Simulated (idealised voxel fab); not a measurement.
The name of this process module is voxel self aligned vias.
Cross-section cut: width 210 nm, square cells of 5 nm.
Cross-section layout: square cells on a grid; listed as bands, top to bottom; a band spans one or more cell rows. What a band's entry tells you: where the top is and where the bottom is, as heights in nm, and after that what lies inside, material by material from left to right, each with its width in nm. Empty space is written as the word "air", and a single material marked with the word "throughout" occupies the band from edge to edge. Heights are measured from 0, the level below which the as-received wafer is all one material; the lowest band has no bottom and continues downward, written as in "0 down". The notation "30->40" denotes a width that varies across the rows of cells in the band, beginning at the first number in the top row, finishing at the second number in the bottom row, and changing by an identical amount from each row to the next. The designation "identical to before", where it is given for a processing step, indicates that no cell of the cross-section was altered in the course of that step. In "Sealed internal cavities" the enclosed voids are listed, meaning empty spaces of 8 cells or larger without any opening to the top. The form is width x height at distance, distance from the left edge, units nm. That trailing text on a step's line, after the settings, is the simulator's own remark on the step. The optional step-line setting "overlay nm" applies to steps with a mask and quantifies how far to the right of its planned location the mask lay, a negative value indicating leftward placement.

Steps planned for the process
1) RECEIVE (material Si)
2) CONFORMAL_DEP (material SiO2; thk nm 10)
3) CONFORMAL_DEP (material SiCN; thk nm 5)
4) DIRECTIONAL_DEP (material SiO2; thk nm 25)
5) DIRECTIONAL_DEP (material aC; thk nm 15)
6) PATTERN (tone open; mask id LINES; material resist; width nm 20; pitch nm 65; thk nm 30; overlay nm 0)
7) DIRECTIONAL_ETCH (etch materials aC; depth nm 15)
8) STRIP (etch materials resist)
9) DIRECTIONAL_ETCH (etch materials SiO2; depth nm 25)
10) STRIP (etch materials aC)
11) CONFORMAL_DEP (material TiN; thk nm 5)
12) FILL_DEP (material Ru; thk nm 10)
13) CMP (height nm 40)
14) SELECTIVE_ETCH (etch materials W Ru TiN; depth nm 10)
15) FILL_DEP (material SiN; thk nm 5)
16) CMP (height nm 40)
17) DIRECTIONAL_DEP (material SiO2; thk nm 20)
18) MASKED_ETCH (tone open; mask id VIAS; width nm 40; pitch nm 130; etch materials SiO2; depth nm 20; overlay nm 0)
19) MASKED_ETCH (tone open; mask id VIAS; width nm 40; pitch nm 130; etch materials SiN; depth nm 10; overlay nm 0)
20) CONFORMAL_DEP (material TiN; thk nm 5)
21) FILL_DEP (material Cu; thk nm 10)
22) CMP (height nm 60)
23) CONFORMAL_DEP (material SiCN; thk nm 5)

So this is the incoming wafer in cross-section - it's already been through step 1
* 0 down | Si throughout
* Sealed internal cavities: none

One mistake in running the module, otherwise start and plan as above: cross-section at the end
* 65 to 60 | SiCN throughout
* 60 to 45 | 20 nm SiO2  5 nm TiN  30 nm Cu  5 nm TiN  90 nm SiO2  5 nm TiN  30 nm Cu  5 nm TiN  20 nm SiO2
* 45 to 40 | 20 nm SiO2  40 nm TiN  90 nm SiO2  40 nm TiN  20 nm SiO2
* 40 to 30 | 20 nm SiN  10 nm TiN  20 nm SiO2  10 nm TiN  35 nm SiN  20 nm SiO2  35 nm SiN  10 nm TiN  20 nm SiO2  10 nm TiN  20 nm SiN
* 30 to 20 | 25 nm Ru  5 nm TiN  20 nm SiO2  5 nm TiN  35 nm Ru  5 nm TiN  20 nm SiO2  5 nm TiN  35 nm Ru  5 nm TiN  20 nm SiO2  5 nm TiN  25 nm Ru
* 20 to 15 | 30 nm TiN  20 nm SiO2  45 nm TiN  20 nm SiO2  45 nm TiN  20 nm SiO2  30 nm TiN
* 15 to 10 | SiCN throughout
* 10 to 0 | SiO2 throughout
* 0 down | Si throughout
* Sealed internal cavities: none
Nonconformance to the process plan: step 6 did not happen as planned, as run it was PATTERN (tone cover; mask id LINES; material resist; width nm 20; pitch nm 65; thk nm 30; overlay nm 0)
